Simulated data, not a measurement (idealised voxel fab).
process module | voxel gate over fins
cross-section cut | 250 nm wide | cells 5 nm
A cross-section is a grid of square cells, given in bands from the top down. A band is one or more rows of cells.
Each band's line starts with the height of the band's top and of its bottom, in nm. Then come its materials from left to right, each with its width in nm. One material with "throughout" fills the band from edge to edge. "air" is empty space.
Height 0 is the level under which the wafer as received is all one material. The lowest band goes on downwards, as in "0 down".
A width such as "30 to 40" changes by the same amount from each row of cells to the next, from the band's top row to its bottom row.
"no change" after a step means that no cell of the cross-section changed.
closed voids: empty space of 8 cells or more with no open way to the top, each as width x height at its distance from the left edge, in nm
after a step's settings: what the simulator itself notes on the step
overlay nm, on a step with a mask: how far to the right of its planned place the mask lay; to the left if negative
plan
1 op RECEIVE | material Si
2 op CONFORMAL_DEP | material SiN | thk nm 5
3 op MASKED_ETCH | tone cover | mask id FINS | width nm 15 | pitch nm 60 | etch materials SiN | depth nm 5 | overlay nm 0
4 op MASKED_ETCH | tone cover | mask id FINS | width nm 15 | pitch nm 60 | etch materials Si | depth nm 40 | overlay nm 0
5 op OXIDIZE | depth nm 5
6 op FILL_DEP | material SiO2 | thk nm 10
7 op CMP | height nm 5
8 op DIRECTIONAL_DEP | material aC | thk nm 10
9 op PATTERN | tone open | mask id RAIL | material resist | width nm 15 | thk nm 30 | overlay nm 0
10 op DIRECTIONAL_ETCH | etch materials aC | depth nm 10
11 op STRIP | etch materials resist
12 op DIRECTIONAL_ETCH | etch materials SiO2 | depth nm 40
13 op STRIP | etch materials aC
14 op CONFORMAL_DEP | material TiN | thk nm 5
15 op FILL_DEP | material W | thk nm 10
16 op CMP | height nm 5
17 op SELECTIVE_ETCH | etch materials W Ru TiN | depth nm 25
18 op FILL_DEP | material SiO2 | thk nm 5
19 op CMP | height nm 5
20 op SELECTIVE_ETCH | etch materials SiO2 | depth nm 15
21 op STRIP | etch materials SiN
22 op CONFORMAL_DEP | material HfO2 | thk nm 5
23 op CONFORMAL_DEP | material TiN | thk nm 5
24 op CONFORMAL_DEP | material TiAl | thk nm 5
25 op CONFORMAL_DEP | material TiN | thk nm 5
26 op FILL_DEP | material W | thk nm 10
27 op CMP | height nm 25
28 op CONFORMAL_DEP | material SiN | thk nm 10
as received, after step 1
  0 down: Si throughout
  closed voids: none
first wafer at the end, as planned
  35 to 25: SiN throughout
  25 to 20: W throughout
  20 to 15: W 40 | TiN 45 | W 15 | TiN 45 | W 15 | TiN 45 | W 45
  15 to 10: W 40 | TiN 5 | TiAl 35 | TiN 5 | W 15 | TiN 5 | TiAl 35 | TiN 5 | W 15 | TiN 5 | TiAl 35 | TiN 5 | W 45
  10 to 5: TiN 45 | TiAl 5 | TiN 25 | TiAl 5 | TiN 25 | TiAl 5 | TiN 25 | TiAl 5 | TiN 25 | TiAl 5 | TiN 25 | TiAl 5 | TiN 50
  5 to 0: TiAl 50 | TiN 5 | HfO2 15 | TiN 5 | TiAl 35 | TiN 5 | HfO2 15 | TiN 5 | TiAl 35 | TiN 5 | HfO2 15 | TiN 5 | TiAl 55
  0 to -5: TiN 55 | HfO2 5 | Si 5 | HfO2 5 | TiN 45 | HfO2 5 | Si 5 | HfO2 5 | TiN 45 | HfO2 5 | Si 5 | HfO2 5 | TiN 60
  -5 to -10: HfO2 60 | Si 5 | HfO2 55 | Si 5 | HfO2 55 | Si 5 | HfO2 65
  -10 to -20: SiO2 60 | Si 5 | SiO2 55 | Si 5 | SiO2 55 | Si 5 | SiO2 65
  -20 to -30: SiO2 60 | Si 5 | SiO2 20 | TiN 5 | W 5 | TiN 5 | SiO2 20 | Si 5 | SiO2 55 | Si 5 | SiO2 65
  -30 to -35: SiO2 60 | Si 5 | SiO2 20 | TiN 15 | SiO2 20 | Si 5 | SiO2 55 | Si 5 | SiO2 65
  -35 to -45: SiO2 60 | Si 5 | SiO2 55 | Si 5 | SiO2 55 | Si 5 | SiO2 65
  -45 down: Si throughout
  closed voids: none
second wafer at the end: like start, like plan, one mistake
  35 to 25: SiN throughout
  25 to 20: W throughout
  20 to 15: W 40 | TiN 45 | W 15 | TiN 45 | W 15 | TiN 45 | W 45
  15 to 10: W 40 | TiN 5 | TiAl 35 | TiN 5 | W 15 | TiN 5 | TiAl 35 | TiN 5 | W 15 | TiN 5 | TiAl 35 | TiN 5 | W 45
  10 to 5: W 40 | TiN 5 | TiAl 5 | TiN 25 | TiAl 5 | TiN 5 | W 15 | TiN 5 | TiAl 5 | TiN 25 | TiAl 5 | TiN 5 | W 15 | TiN 5 | TiAl 5 | TiN 25 | TiAl 5 | TiN 5 | W 45
  5 to 0: W 40 | TiN 5 | TiAl 5 | TiN 5 | HfO2 15 | TiN 5 | TiAl 5 | TiN 5 | W 15 | TiN 5 | TiAl 5 | TiN 5 | HfO2 15 | TiN 5 | TiAl 5 | TiN 5 | W 15 | TiN 5 | TiAl 5 | TiN 5 | HfO2 15 | TiN 5 | TiAl 5 | TiN 5 | W 45
  0 to -5: W 40 | TiN 5 | TiAl 5 | TiN 5 | HfO2 5 | Si 5 | HfO2 5 | TiN 5 | TiAl 5 | TiN 25 | TiAl 5 | TiN 5 | HfO2 5 | Si 5 | HfO2 5 | TiN 5 | TiAl 5 | TiN 5 | W 15 | TiN 5 | TiAl 5 | TiN 5 | HfO2 5 | Si 5 | HfO2 5 | TiN 5 | TiAl 5 | TiN 5 | W 45
  -5 to -10: TiN 45 | TiAl 5 | TiN 5 | HfO2 5 | Si 5 | HfO2 5 | TiN 5 | TiAl 35 | TiN 5 | HfO2 5 | Si 5 | HfO2 5 | TiN 5 | TiAl 5 | TiN 25 | TiAl 5 | TiN 5 | HfO2 5 | Si 5 | HfO2 5 | TiN 5 | TiAl 5 | TiN 50
  -10 to -15: TiAl 50 | TiN 5 | HfO2 5 | Si 5 | HfO2 5 | TiN 45 | HfO2 5 | Si 5 | HfO2 5 | TiN 5 | TiAl 35 | TiN 5 | HfO2 5 | Si 5 | HfO2 5 | TiN 5 | TiAl 55
  -15 to -20: TiN 55 | HfO2 5 | Si 5 | HfO2 5 | TiN 10 | HfO2 25 | TiN 10 | HfO2 5 | Si 5 | HfO2 5 | TiN 45 | HfO2 5 | Si 5 | HfO2 5 | TiN 60
  -20 to -25: HfO2 60 | Si 5 | HfO2 20 | TiN 5 | W 5 | TiN 5 | HfO2 20 | Si 5 | HfO2 55 | Si 5 | HfO2 65
  -25 to -30: SiO2 60 | Si 5 | SiO2 20 | TiN 5 | W 5 | TiN 5 | SiO2 20 | Si 5 | SiO2 55 | Si 5 | SiO2 65
  -30 to -35: SiO2 60 | Si 5 | SiO2 20 | TiN 15 | SiO2 20 | Si 5 | SiO2 55 | Si 5 | SiO2 65
  -35 to -45: SiO2 60 | Si 5 | SiO2 55 | Si 5 | SiO2 55 | Si 5 | SiO2 65
  -45 down: Si throughout
  closed voids: none
what went wrong: step 20 was run twice
at the end the second wafer has, in cells: 20 more of HfO2 | 138 fewer of SiO2 | 16 more of TiAl | 36 more of TiN | 66 more of W
